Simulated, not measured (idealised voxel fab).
Herein follows the process module entitled voxel wiring stack.
Section shown: cut. Width: 230 nm. Cell size: 5 nm, square.
We lay out every cross-section as a grid of square cells and spell it out in bands from the top down, where one band means one or more rows of cells.
First you get the band's top height and its bottom height, in nm, and then the materials it's made of, left to right, with each width in nm. If you see a single material with "edge to edge", that one covers the band edge to edge. "air" is empty space.
Heights are expressed relative to 0, this being the level below which the as-received wafer comprises one material exclusively. The lowest band is unbounded in the downward direction and is denoted as in "top 0, no bottom".
Per-row width for "30..40": begins at first number (top row of band), ends at second number (bottom row), increment between rows held constant.
Given "no modification" for a step, no cell of the cross-section differs between before and after that step.
The list in "Closed internal cavities" covers empty spaces of 8 cells or more that cannot reach the top through any open way, and it gives each as width x height at distance; the distance is from the left edge, and width, height and distance are in nm.
On each step's line, the part that comes after the settings is the simulator's own comment on the step.
Each step line may optionally specify "overlay nm", which for a step with a mask gives the rightward distance between the mask's planned place and where it lay, a negative value indicating the leftward direction.

The process steps that were planned are listed below
| 1 | RECEIVE: material Si |
| 2 | CONFORMAL_DEP: material SiO2, thk nm 15 |
| 3 | CONFORMAL_DEP: material SiCN, thk nm 5 |
| 4 | DIRECTIONAL_DEP: material SiO2, thk nm 25 |
| 5 | DIRECTIONAL_DEP: material aC, thk nm 10 |
| 6 | PATTERN: tone open, mask id METAL_1, material resist, width nm 25, pitch nm 50, thk nm 25, overlay nm 0 |
| 7 | DIRECTIONAL_ETCH: etch materials aC, depth nm 10 |
| 8 | STRIP: etch materials resist |
| 9 | DIRECTIONAL_ETCH: etch materials SiO2, depth nm 15 |
| 10 | DIRECTIONAL_ETCH: etch materials SiCN, depth nm 5 |
| 11 | STRIP: etch materials aC |
| 12 | CONFORMAL_DEP: material TiN, thk nm 5 |
| 13 | FILL_DEP: material W, thk nm 5 |
| 14 | CMP: height nm 45 |
| 15 | CONFORMAL_DEP: material SiCN, thk nm 5 |
| 16 | DIRECTIONAL_DEP: material lowk, thk nm 15 |
| 17 | DIRECTIONAL_DEP: material aC, thk nm 15 |
| 18 | PATTERN: tone open, mask id PLUG_1, material resist, width nm 15, pitch nm 100, thk nm 35, overlay nm 0 |
| 19 | DIRECTIONAL_ETCH: etch materials aC, depth nm 15 |
| 20 | STRIP: etch materials resist |
| 21 | DIRECTIONAL_ETCH: etch materials lowk, depth nm 15 |
| 22 | DIRECTIONAL_ETCH: etch materials SiCN, depth nm 5 |
| 23 | STRIP: etch materials aC |
| 24 | EPI: material Ru, thk nm 10 |
| 25 | EPI: material Ru, thk nm 10 |
| 26 | CONFORMAL_DEP: material SiN, thk nm 5 |
| 27 | DIRECTIONAL_DEP: material SiO2, thk nm 20 |
| 28 | MASKED_ETCH: tone open, mask id METAL_2, width nm 25, pitch nm 50, etch materials SiO2, depth nm 20, overlay nm 0 |
| 29 | MASKED_ETCH: tone open, mask id METAL_2, width nm 25, pitch nm 50, etch materials SiN, depth nm 5, overlay nm 0 |
| 30 | CONFORMAL_DEP: material TiN, thk nm 5 |
| 31 | FILL_DEP: material Cu, thk nm 10 |
| 32 | CMP: height nm 90 |
| 33 | CONFORMAL_DEP: material SiCN, thk nm 5 |
| 34 | DIRECTIONAL_DEP: material SiO2, thk nm 10 |
| 35 | DIRECTIONAL_DEP: material aC, thk nm 15 |
| 36 | PATTERN: tone open, mask id PLUG_2, material resist, width nm 15, pitch nm 100, thk nm 30, overlay nm 0 |
| 37 | DIRECTIONAL_ETCH: etch materials aC, depth nm 15 |
| 38 | STRIP: etch materials resist |
| 39 | DIRECTIONAL_ETCH: etch materials SiO2, depth nm 10 |
| 40 | DIRECTIONAL_ETCH: etch materials SiCN, depth nm 5 |
| 41 | STRIP: etch materials aC |
| 42 | CONFORMAL_DEP: material TiN, thk nm 5 |
| 43 | FILL_DEP: material Ru, thk nm 5 |
| 44 | CMP: height nm 105 |
| 45 | DIRECTIONAL_DEP: material TiN, thk nm 5 |
| 46 | DIRECTIONAL_DEP: material Ru, thk nm 25 |
| 47 | DIRECTIONAL_DEP: material aC, thk nm 10 |
| 48 | PATTERN: tone cover, mask id METAL_3, material resist, width nm 25, pitch nm 50, thk nm 30, overlay nm 0 |
| 49 | DIRECTIONAL_ETCH: etch materials aC, depth nm 10 |
| 50 | STRIP: etch materials resist |
| 51 | DIRECTIONAL_ETCH: etch materials Ru, depth nm 25 |
| 52 | DIRECTIONAL_ETCH: etch materials TiN, depth nm 5 |
| 53 | STRIP: etch materials aC |
| 54 | CONFORMAL_DEP: material SiCN, thk nm 5 |
| 55 | FILL_DEP: material SiO2, thk nm 10 |
| 56 | CMP: height nm 135 |
| 57 | CONFORMAL_DEP: material SiCN, thk nm 5 |
| 58 | DIRECTIONAL_DEP: material lowk, thk nm 10 |
| 59 | PATTERN: tone open, mask id PLUG_3, material resist, width nm 15, pitch nm 100, thk nm 20, overlay nm 0 |
| 60 | DIRECTIONAL_ETCH: etch materials lowk, depth nm 10 |
| 61 | DIRECTIONAL_ETCH: etch materials SiCN, depth nm 5 |
| 62 | STRIP: etch materials resist |
| 63 | CONFORMAL_DEP: material TiN, thk nm 5 |
| 64 | FILL_DEP: material Ru, thk nm 5 |
| 65 | CMP: height nm 150 |
| 66 | DIRECTIONAL_DEP: material TiN, thk nm 5 |
| 67 | DIRECTIONAL_DEP: material W, thk nm 20 |
| 68 | PATTERN: tone cover, mask id METAL_4, material resist, width nm 25, pitch nm 50, thk nm 20, overlay nm 0 |
| 69 | DIRECTIONAL_ETCH: etch materials W, depth nm 20 |
| 70 | DIRECTIONAL_ETCH: etch materials TiN, depth nm 5 |
| 71 | STRIP: etch materials resist |
| 72 | FILL_DEP: material SiO2, thk nm 5 |
| 73 | CMP: height nm 175 |
| 74 | CONFORMAL_DEP: material SiN, thk nm 5 |
The plan shows the depth nm of step 9 as the first wafer had it; this setting differs between the wafers, which start out alike.

Here's the first of the wafers in cross-section, just as we got it, i.e. after step 1
* top 0, no bottom  Si edge to edge
* Closed internal cavities: none

Cross-section, first of several wafers, end of module, after last step 74
* top 180, bottom 175  SiN edge to edge
* top 175, bottom 155  SiO2 25 nm / W 25 nm / SiO2 25 nm / W 25 nm / SiO2 25 nm / W 25 nm / SiO2 25 nm / W 25 nm / SiO2 30 nm
* top 155, bottom 150  SiO2 25 nm / TiN 25 nm / SiO2 25 nm / TiN 25 nm / SiO2 25 nm / TiN 25 nm / SiO2 25 nm / TiN 25 nm / SiO2 30 nm
* top 150, bottom 140  lowk 25 nm / TiN 5 nm / Ru 5 nm / TiN 5 nm / lowk 85 nm / TiN 5 nm / Ru 5 nm / TiN 5 nm / lowk 90 nm
* top 140, bottom 135  SiCN 25 nm / TiN 15 nm / SiCN 85 nm / TiN 15 nm / SiCN 90 nm
* top 135, bottom 110  SiO2 20 nm / SiCN 5 nm / Ru 25 nm / SiCN 5 nm / SiO2 15 nm / SiCN 5 nm / Ru 25 nm / SiCN 5 nm / SiO2 15 nm / SiCN 5 nm / Ru 25 nm / SiCN 5 nm / SiO2 15 nm / SiCN 5 nm / Ru 25 nm / SiCN 5 nm / SiO2 25 nm
* top 110, bottom 105  SiCN 25 nm / TiN 25 nm / SiCN 25 nm / TiN 25 nm / SiCN 25 nm / TiN 25 nm / SiCN 25 nm / TiN 25 nm / SiCN 30 nm
* top 105, bottom 95  SiO2 25 nm / TiN 5 nm / Ru 5 nm / TiN 5 nm / SiO2 85 nm / TiN 5 nm / Ru 5 nm / TiN 5 nm / SiO2 90 nm
* top 95, bottom 90  SiCN 25 nm / TiN 15 nm / SiCN 85 nm / TiN 15 nm / SiCN 90 nm
* top 90, bottom 70  SiO2 25 nm / TiN 5 nm / Cu 15 nm / TiN 5 nm / SiO2 25 nm / TiN 5 nm / Cu 15 nm / TiN 5 nm / SiO2 25 nm / TiN 5 nm / Cu 15 nm / TiN 5 nm / SiO2 25 nm / TiN 5 nm / Cu 15 nm / TiN 5 nm / SiO2 30 nm
* top 70, bottom 65  SiN 25 nm / TiN 25 nm / SiN 25 nm / TiN 25 nm / SiN 25 nm / TiN 25 nm / SiN 25 nm / TiN 25 nm / SiN 30 nm
* top 65, bottom 50  lowk 25 nm / Ru 15 nm / lowk 85 nm / Ru 15 nm / lowk 90 nm
* top 50, bottom 45  SiCN 25 nm / Ru 15 nm / SiCN 85 nm / Ru 15 nm / SiCN 90 nm
* top 45, bottom 35  SiO2 25 nm / TiN 5 nm / W 15 nm / TiN 5 nm / SiO2 25 nm / TiN 5 nm / W 15 nm / TiN 5 nm / SiO2 25 nm / TiN 5 nm / W 15 nm / TiN 5 nm / SiO2 25 nm / TiN 5 nm / W 15 nm / TiN 5 nm / SiO2 30 nm
* top 35, bottom 30  SiO2 25 nm / TiN 25 nm / SiO2 25 nm / TiN 25 nm / SiO2 25 nm / TiN 25 nm / SiO2 25 nm / TiN 25 nm / SiO2 30 nm
* top 30, bottom 20  SiO2 edge to edge
* top 20, bottom 15  SiCN edge to edge
* top 15, bottom 0  SiO2 edge to edge
* top 0, no bottom  Si edge to edge
* Closed internal cavities: none

Last-wafer cross-section at the end of the module
* top 180, bottom 175  SiN edge to edge
* top 175, bottom 155  SiO2 25 nm / W 25 nm / SiO2 25 nm / W 25 nm / SiO2 25 nm / W 25 nm / SiO2 25 nm / W 25 nm / SiO2 30 nm
* top 155, bottom 150  SiO2 25 nm / TiN 25 nm / SiO2 25 nm / TiN 25 nm / SiO2 25 nm / TiN 25 nm / SiO2 25 nm / TiN 25 nm / SiO2 30 nm
* top 150, bottom 140  lowk 25 nm / TiN 5 nm / Ru 5 nm / TiN 5 nm / lowk 85 nm / TiN 5 nm / Ru 5 nm / TiN 5 nm / lowk 90 nm
* top 140, bottom 135  SiCN 25 nm / TiN 15 nm / SiCN 85 nm / TiN 15 nm / SiCN 90 nm
* top 135, bottom 110  SiO2 20 nm / SiCN 5 nm / Ru 25 nm / SiCN 5 nm / SiO2 15 nm / SiCN 5 nm / Ru 25 nm / SiCN 5 nm / SiO2 15 nm / SiCN 5 nm / Ru 25 nm / SiCN 5 nm / SiO2 15 nm / SiCN 5 nm / Ru 25 nm / SiCN 5 nm / SiO2 25 nm
* top 110, bottom 105  SiCN 25 nm / TiN 25 nm / SiCN 25 nm / TiN 25 nm / SiCN 25 nm / TiN 25 nm / SiCN 25 nm / TiN 25 nm / SiCN 30 nm
* top 105, bottom 95  SiO2 25 nm / TiN 5 nm / Ru 5 nm / TiN 5 nm / SiO2 85 nm / TiN 5 nm / Ru 5 nm / TiN 5 nm / SiO2 90 nm
* top 95, bottom 90  SiCN 25 nm / TiN 15 nm / SiCN 85 nm / TiN 15 nm / SiCN 90 nm
* top 90, bottom 70  SiO2 25 nm / TiN 5 nm / Cu 15 nm / TiN 5 nm / SiO2 25 nm / TiN 5 nm / Cu 15 nm / TiN 5 nm / SiO2 25 nm / TiN 5 nm / Cu 15 nm / TiN 5 nm / SiO2 25 nm / TiN 5 nm / Cu 15 nm / TiN 5 nm / SiO2 30 nm
* top 70, bottom 65  SiN 25 nm / TiN 25 nm / SiN 25 nm / TiN 25 nm / SiN 25 nm / TiN 25 nm / SiN 25 nm / TiN 25 nm / SiN 30 nm
* top 65, bottom 50  lowk 25 nm / Ru 15 nm / lowk 85 nm / Ru 15 nm / lowk 90 nm
* top 50, bottom 45  SiCN 25 nm / Ru 15 nm / SiCN 85 nm / Ru 15 nm / SiCN 90 nm
* top 45, bottom 20  SiO2 25 nm / TiN 5 nm / W 15 nm / TiN 5 nm / SiO2 25 nm / TiN 5 nm / W 15 nm / TiN 5 nm / SiO2 25 nm / TiN 5 nm / W 15 nm / TiN 5 nm / SiO2 25 nm / TiN 5 nm / W 15 nm / TiN 5 nm / SiO2 30 nm
* top 20, bottom 15  SiCN 25 nm / TiN 25 nm / SiCN 25 nm / TiN 25 nm / SiCN 25 nm / TiN 25 nm / SiCN 25 nm / TiN 25 nm / SiCN 30 nm
* top 15, bottom 0  SiO2 edge to edge
* top 0, no bottom  Si edge to edge
* Closed internal cavities: none

Here is how to read the rows: every wafer has a row, and it shows the wafer at the end of the module, giving for each material how many cells were gained (+) or lost (-) since the wafer was received, then listing its closed voids
depth nm 15 | +48 Cu | +132 Ru | +232 SiCN | +72 SiN | +712 SiO2 | +156 TiN | +104 W | +200 lowk | Closed internal cavities: none
depth nm 20 | +48 Cu | +132 Ru | +232 SiCN | +72 SiN | +692 SiO2 | +164 TiN | +116 W | +200 lowk | Closed internal cavities: none
depth nm 25 | +48 Cu | +132 Ru | +212 SiCN | +72 SiN | +672 SiO2 | +180 TiN | +140 W | +200 lowk | Closed internal cavities: none
depth nm 30 | +48 Cu | +132 Ru | +212 SiCN | +72 SiN | +672 SiO2 | +180 TiN | +140 W | +200 lowk | Closed internal cavities: none
depth nm 35 | +48 Cu | +132 Ru | +212 SiCN | +72 SiN | +672 SiO2 | +180 TiN | +140 W | +200 lowk | Closed internal cavities: none
depth nm 40 | +48 Cu | +132 Ru | +212 SiCN | +72 SiN | +672 SiO2 | +180 TiN | +140 W | +200 lowk | Closed internal cavities: none
